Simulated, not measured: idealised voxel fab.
The name of this process module is voxel released beams.
Section cut is 180 nm wide and gridded with 5 nm square cells.
A cross-section is written here as square cells arranged in a grid, and it is given in bands from the top down, each band taking up one or more rows of cells. Top height, bottom height, nm. Materials left to right, width each, nm. Single material + "throughout" = fills band edge to edge. "blank" = empty. Basically, 0 is our baseline, since under it the wafer straight out of the box is all one material. The bottom band has no lower end and keeps on going down, so it looks like "z 0 and below". The two numbers in a width such as "30..40" mark its ends across the band: the first belongs to the top row of cells, the second to the bottom row, and from each row to the next the width moves by the same amount. Step marked "no alterations made"? Then no cell in the cross-section changed in it. "Tabulated closed voids" lists enclosed empty spaces (at least 8 cells, no open path upward to the top), each as width x height at distance from the left edge, in nm. Anything after a step's settings on that line? It's the simulator's own note about the step. You can add "overlay nm" to a step's line. For a step with a mask, it describes how far the mask lay to the right of its planned position, and a negative number describes a lay to the left.
The steps planned for the process are as follows:
1 RECEIVE,material Si
2 CONFORMAL_DEP,material Al2O3,thk nm 5
3 DIRECTIONAL_DEP,material SiO2,thk nm 20
4 PATTERN,tone open,mask id ANCHOR,material resist,width nm 30,thk nm 20,overlay nm 0
5 DIRECTIONAL_ETCH,etch materials SiO2,depth nm 20
6 STRIP,etch materials resist
7 CONFORMAL_DEP,material polySi,thk nm 15
8 DIRECTIONAL_DEP,material aC,thk nm 10
9 PATTERN,tone cover,mask id BEAM,material resist,width nm 120,thk nm 25,overlay nm 0
10 DIRECTIONAL_ETCH,etch materials aC,depth nm 10
11 STRIP,etch materials resist
12 DIRECTIONAL_ETCH,etch materials polySi,depth nm 15
13 STRIP,etch materials aC
14 STRIP,etch materials SiO2
What sets these wafers apart? The width nm at step 4. They all start alike, and the plan carries the first wafer's value.
Cross-section of the first of several wafers as received (after step 1):
  z 0 and below  Si throughout
  Tabulated closed voids: none
The table below has one row for each wafer; a row shows, as of the end of the module, how many cells of each material the wafer has gained, marked (+), or lost, marked (-), since it was received, and then the wafer's closed voids:
width nm 30; +36 Al2O3; +96 polySi; Tabulated closed voids: none
width nm 35; +36 Al2O3; +96 polySi; Tabulated closed voids: none
width nm 40; +36 Al2O3; +96 polySi; Tabulated closed voids: none
width nm 45; +36 Al2O3; +96 polySi; Tabulated closed voids: none
width nm 50; +36 Al2O3; +96 polySi; Tabulated closed voids: none
width nm 55; +36 Al2O3; +96 polySi; Tabulated closed voids: none
